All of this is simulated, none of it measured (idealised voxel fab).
voxel fin reveal: a process module
Displayed cross-section: cut, width of 265 nm, square cells sized 5 nm.
The cross-sections in this document take the form of a grid made of square cells. They are written out as bands, in order from top to bottom. Each band consists of one or more rows of cells. The entry gives the band's vertical extent as a top height and a bottom height in nm, then its horizontal make-up as materials from left to right, each with a width in nm. "empty" stands for empty space; a single material marked "all across" fills the band edge to edge. Beneath 0, the wafer as received is one material, and that level is where height counting begins. The lowest band goes on downward without a bottom; it is written like "0 down". The two numbers in a width such as "30..40" mark its ends across the band: the first belongs to the top row of cells, the second to the bottom row, and from each row to the next the width moves by the same amount. Any step labelled "identical to before" changed none of the cells in the cross-section. "Sealed internal cavities": sealed empty spaces, 8 cells or more, no open way to top, listed width x height at distance, with distance from the left edge and width, height and distance in nm. Whatever follows a step's settings on its line is a remark the simulator itself makes about that step. Each step line may optionally specify "overlay nm", which for a step with a mask gives the rightward distance between the mask's planned place and where it lay, a negative value indicating the leftward direction.
Here's what the planned process steps look like
1) RECEIVE with material Si
2) CONFORMAL_DEP with material SiN, thk nm 5
3) MASKED_ETCH with tone cover, mask id FINS, width nm 15, pitch nm 35, etch materials SiN, depth nm 5, overlay nm 0
4) MASKED_ETCH with tone cover, mask id FINS, width nm 15, pitch nm 35, etch materials Si, depth nm 30, overlay nm 0
5) OXIDIZE with depth nm 5
6) FILL_DEP with material SiO2, thk nm 10
7) CMP with height nm 5
8) SELECTIVE_ETCH with etch materials SiO2, depth nm 15
9) STRIP with etch materials SiN
10) CONFORMAL_DEP with material SiO2, thk nm 5
Cross-section of the wafer upon arrival, representing the state reached after step 1
    0 down = Si all across
    Sealed internal cavities: none
Cross-sectional view of the first of the two wafers upon completion of the module, processed in accordance with the plan
    5 to 0 = 105 nm empty  15 nm SiO2  20 nm empty  15 nm SiO2  110 nm empty
    0 to -5 = 105 nm empty  5 nm SiO2  5 nm Si  5 nm SiO2  20 nm empty  5 nm SiO2  5 nm Si  5 nm SiO2  110 nm empty
    -5 to -35 = 110 nm SiO2  5 nm Si  30 nm SiO2  5 nm Si  115 nm SiO2
    -35 down = Si all across
    Sealed internal cavities: none
This is the second of the two wafers, cross-sectioned at the end of the module; it started exactly like the first and was given the same plan, but it was run with one mistake
    5 to 0 = 105 nm empty  15 nm SiO2  20 nm empty  15 nm SiO2  110 nm empty
    0 to -5 = 105 nm empty  5 nm SiO2  5 nm Si  5 nm SiO2  20 nm empty  5 nm SiO2  5 nm Si  5 nm SiO2  110 nm empty
    -5 to -10 = 95 nm SiO2  10 nm empty  5 nm SiO2  5 nm Si  5 nm SiO2  20 nm empty  5 nm SiO2  5 nm Si  5 nm SiO2  10 nm empty  100 nm SiO2
    -10 to -35 = 110 nm SiO2  5 nm Si  30 nm SiO2  5 nm Si  115 nm SiO2
    -35 down = Si all across
    Sealed internal cavities: none
What was done differently from what was planned? the run placed steps 8 and 9 each in the position the plan gave to the other
The final cell counts differ between the wafers, with the second having more or fewer of some materials than the first: -8 SiO2
